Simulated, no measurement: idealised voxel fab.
process module | voxel self aligned vias
cross-section cut | 180 nm wide | cells 5 nm
A cross-section is a grid of square cells, given in bands from the top down. A band is one or more rows of cells.
Each band's line starts with the height of the band's top and of its bottom, in nm. Then come its materials from left to right, each with its width in nm. One material with "throughout" fills the band from edge to edge. "air" is empty space.
Height 0 is the level under which the wafer as received is all one material. The lowest band goes on downwards, as in "0 down".
A width such as "30 to 40" changes by the same amount from each row of cells to the next, from the band's top row to its bottom row.
"no change" after a step means that no cell of the cross-section changed.
closed voids: empty space of 8 cells or more with no open way to the top, each as width x height at its distance from the left edge, in nm
after a step's settings: what the simulator itself notes on the step
overlay nm, on a step with a mask: how far to the right of its planned place the mask lay; to the left if negative
plan
1 op RECEIVE | material Si
2 op CONFORMAL_DEP | material SiO2 | thk nm 10
3 op CONFORMAL_DEP | material SiCN | thk nm 5
4 op DIRECTIONAL_DEP | material SiO2 | thk nm 25
5 op PATTERN | tone open | mask id LINES | material resist | width nm 30 | pitch nm 55 | thk nm 20 | overlay nm 0
6 op DIRECTIONAL_ETCH | etch materials SiO2 | depth nm 25
7 op STRIP | etch materials resist
8 op CONFORMAL_DEP | material TiN | thk nm 5
9 op FILL_DEP | material W | thk nm 10
10 op CMP | height nm 40
11 op SELECTIVE_ETCH | etch materials W Ru TiN | depth nm 10
12 op FILL_DEP | material SiN | thk nm 5
13 op CMP | height nm 40
14 op DIRECTIONAL_DEP | material SiO2 | thk nm 20
15 op PATTERN | tone open | mask id VIAS | material resist | width nm 40 | pitch nm 55 | thk nm 20 | overlay nm 0
16 op DIRECTIONAL_ETCH | etch materials SiO2 | depth nm 20
17 op DIRECTIONAL_ETCH | etch materials SiN | depth nm 10
18 op STRIP | etch materials resist
19 op CONFORMAL_DEP | material TiN | thk nm 5
20 op FILL_DEP | material Cu | thk nm 5
21 op CMP | height nm 60
22 op CONFORMAL_DEP | material SiN | thk nm 5
as received, after step 1
  0 down: Si throughout
  closed voids: none
first wafer at the end, as planned
  65 to 60: SiN throughout
  60 to 45: SiO2 40 | TiN 5 | Cu 30 | TiN 5 | SiO2 15 | TiN 5 | Cu 30 | TiN 5 | SiO2 45
  45 to 35: SiO2 40 to 45 | TiN 10 to 5 | Cu 20 | TiN 10 to 5 | SiO2 15 to 25 | TiN 10 to 5 | Cu 20 | TiN 10 to 5 | SiO2 45 to 50
  35 to 30: SiO2 45 | TiN 30 | SiO2 25 | TiN 30 | SiO2 50
  30 to 20: SiO2 45 | TiN 5 | W 20 | TiN 5 | SiO2 25 | TiN 5 | W 20 | TiN 5 | SiO2 50
  20 to 15: SiO2 45 | TiN 30 | SiO2 25 | TiN 30 | SiO2 50
  15 to 10: SiCN throughout
  10 to 0: SiO2 throughout
  0 down: Si throughout
  closed voids: none
second wafer at the end: like start, like plan, one mistake
  65 to 60: SiN throughout
  60 to 35: SiO2 40 | TiN 5 | Cu 30 | TiN 5 | SiO2 15 | TiN 5 | Cu 30 | TiN 5 | SiO2 45
  35 to 30: SiO2 40 | TiN 40 | SiO2 15 | TiN 40 | SiO2 45
  30 to 20: SiO2 40 | TiN 10 | W 20 | TiN 10 | SiO2 15 | TiN 10 | W 20 | TiN 10 | SiO2 45
  20 to 15: SiO2 45 | TiN 30 | SiO2 25 | TiN 30 | SiO2 50
  15 to 10: SiCN throughout
  10 to 0: SiO2 throughout
  0 down: Si throughout
  closed voids: none
what went wrong: step 16 was run twice
at the end the second wafer has, in cells: 8 more of Cu | 16 fewer of SiO2 | 8 more of TiN
